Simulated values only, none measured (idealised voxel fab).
Proc. module: voxel released beams
Square cells of 5 nm make up the cross-section cut, whose width is 195 nm.
Reading order for cross-sections: top band down to bottom band. Underlying form: a grid of square cells. Band size: one or more rows of cells.
Band: top height; bottom height; in nm. Then, left to right: material with width in nm, for each material. "edge to edge": a single material spanning edge to edge. "blank": empty space.
Zero point of the height axis is 0; under it, received wafer = one material. Lowest band: continues down indefinitely, "0..down".
Quick explanation for "30..40": the width changes in equal steps down the rows of cells, from the first number in the band's top row to the second number in its bottom row.
For the purposes of this document, the phrase "no modification" attached to a step denotes that no cell within the cross-section was modified by that step.
You'll see "Enclosed cavities" listing empty spaces that have no way open to the top, as long as they're 8 cells or more; the notation is width x height at distance, where the distance is from the left edge, and all of it is in nm.
It should be noted that, on the line of a given step, the content following the step's settings is a remark produced by the simulator itself with respect to that step.
"overlay nm" denotes, for a step that has a mask, the displacement of the mask to the right of its planned place, with negative values corresponding to the left.

Process steps - plan
1 RECEIVE: material Si
2 CONFORMAL_DEP: material SiN, thk nm 5
3 DIRECTIONAL_DEP: material SiO2, thk nm 15
4 DIRECTIONAL_DEP: material aC, thk nm 10
5 PATTERN: tone open, mask id ANCHOR, material resist, width nm 35, thk nm 30, overlay nm -15
6 DIRECTIONAL_ETCH: etch materials aC, depth nm 10
7 STRIP: etch materials resist
8 DIRECTIONAL_ETCH: etch materials SiO2, depth nm 15
9 STRIP: etch materials aC
10 CONFORMAL_DEP: material polySi, thk nm 15
11 MASKED_ETCH: tone cover, mask id BEAM, width nm 120, etch materials polySi, depth nm 15, overlay nm 0
12 STRIP: etch materials SiO2
Wafers differ in overlay nm at step 5; plan lists the first wafer's value; identical starting state.

Cut through the first of several wafers as received, post step 1
- 0..down: Si edge to edge
- Enclosed cavities: none

Wafer rows, end of module: cells per material gained (+) or lost (-) since receipt; closed voids last
overlay nm -15, +39 SiN, +90 polySi, Enclosed cavities: none
overlay nm -10, +39 SiN, +90 polySi, Enclosed cavities: none
overlay nm -5, +39 SiN, +90 polySi, Enclosed cavities: none
overlay nm 0, +39 SiN, +90 polySi, Enclosed cavities: none
overlay nm 5, +39 SiN, +90 polySi, Enclosed cavities: none
overlay nm 10, +39 SiN, +90 polySi, Enclosed cavities: none
overlay nm 15, +39 SiN, +90 polySi, Enclosed cavities: none
